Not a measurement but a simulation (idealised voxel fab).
Documented hereafter: the process module known as voxel self aligned contacts.
We display cut, a cross-section 280 nm in width whose square cells are each 5 nm.
Think of the cross-section as a grid of square cells. We describe it in bands, top to bottom, and each band covers one or more rows of those cells.
First you get the band's top height and its bottom height, in nm, and then the materials it's made of, left to right, with each width in nm. If you see a single material with "throughout", that one covers the band edge to edge. "air" is empty space.
The reference from which all heights are counted is 0, the level beneath which the as-received wafer is entirely one material; the lowest band, having no lower bound, proceeds downward and is written after the example "top 0, no bottom".
When a width is written as two numbers, as in "30 to 40", the first number is the width in the top row of cells of the band and the second is the width in its bottom row, and the width changes by the same amount from each row to the next.
"nothing different" means the step left every cell of the cross-section as it was.
Voids not open to the top, 8 cells minimum: see "closed voids". Written width x height at distance; distance is from the left edge; nm.
If you see something after the settings on a step's line, that's the simulator's own remark about that step.
When a step includes a mask, the "overlay nm" setting on its line states how far to the right of its planned place that mask lay, and negative values state how far to the left.
Process steps - plan
1) RECEIVE: material Si
2) OXIDIZE: depth nm 5
3) DIRECTIONAL_DEP: material polySi, thk nm 20
4) DIRECTIONAL_DEP: material SiN, thk nm 25
5) DIRECTIONAL_DEP: material aC, thk nm 10
6) PATTERN: tone cover, mask id GATE, material resist, width nm 30, pitch nm 75, thk nm 25, overlay nm 0
7) DIRECTIONAL_ETCH: etch materials aC, depth nm 10
8) STRIP: etch materials resist
9) DIRECTIONAL_ETCH: etch materials SiN, depth nm 25
10) DIRECTIONAL_ETCH: etch materials polySi, depth nm 20
11) STRIP: etch materials aC
12) CONFORMAL_DEP: material SiN, thk nm 10
13) DIRECTIONAL_ETCH: etch materials SiN, depth nm 10
14) FILL_DEP: material SiO2, thk nm 15
15) CMP: height nm 55
16) PATTERN: tone open, mask id CONTACT, material resist, width nm 55, thk nm 15, overlay nm 0
17) DIRECTIONAL_ETCH: etch materials SiO2, depth nm 60
18) STRIP: etch materials resist
19) CONFORMAL_DEP: material TiN, thk nm 5
20) FILL_DEP: material W, thk nm 10
21) CMP: height nm 55
22) CONFORMAL_DEP: material SiCN, thk nm 5
As-received wafer cross-section (after step 1)
top 0, no bottom  Si throughout
closed voids: none
The module was run from the start shown above using the plan shown above, but one mistake was made doing it; the resulting wafer cross-section is below
top 60, bottom 55  SiCN throughout
top 55, bottom 45  SiO2 (110)  TiN (5 to 20)  W (45 to 15)  TiN (5 to 20)  SiO2 (115)
top 45, bottom 20  SiO2 (75)  SiN (50)  TiN (5)  W (15)  TiN (5)  SiN (50)  SiO2 (80)
top 20, bottom 15  SiO2 (125)  TiN (25)  SiO2 (130)
top 15, bottom 0  polySi throughout
top 0, no bottom  Si throughout
closed voids: none
What was the processing mistake? the intended sequence of steps 2 and 3 was reversed during processing, with each occupying the position of the other
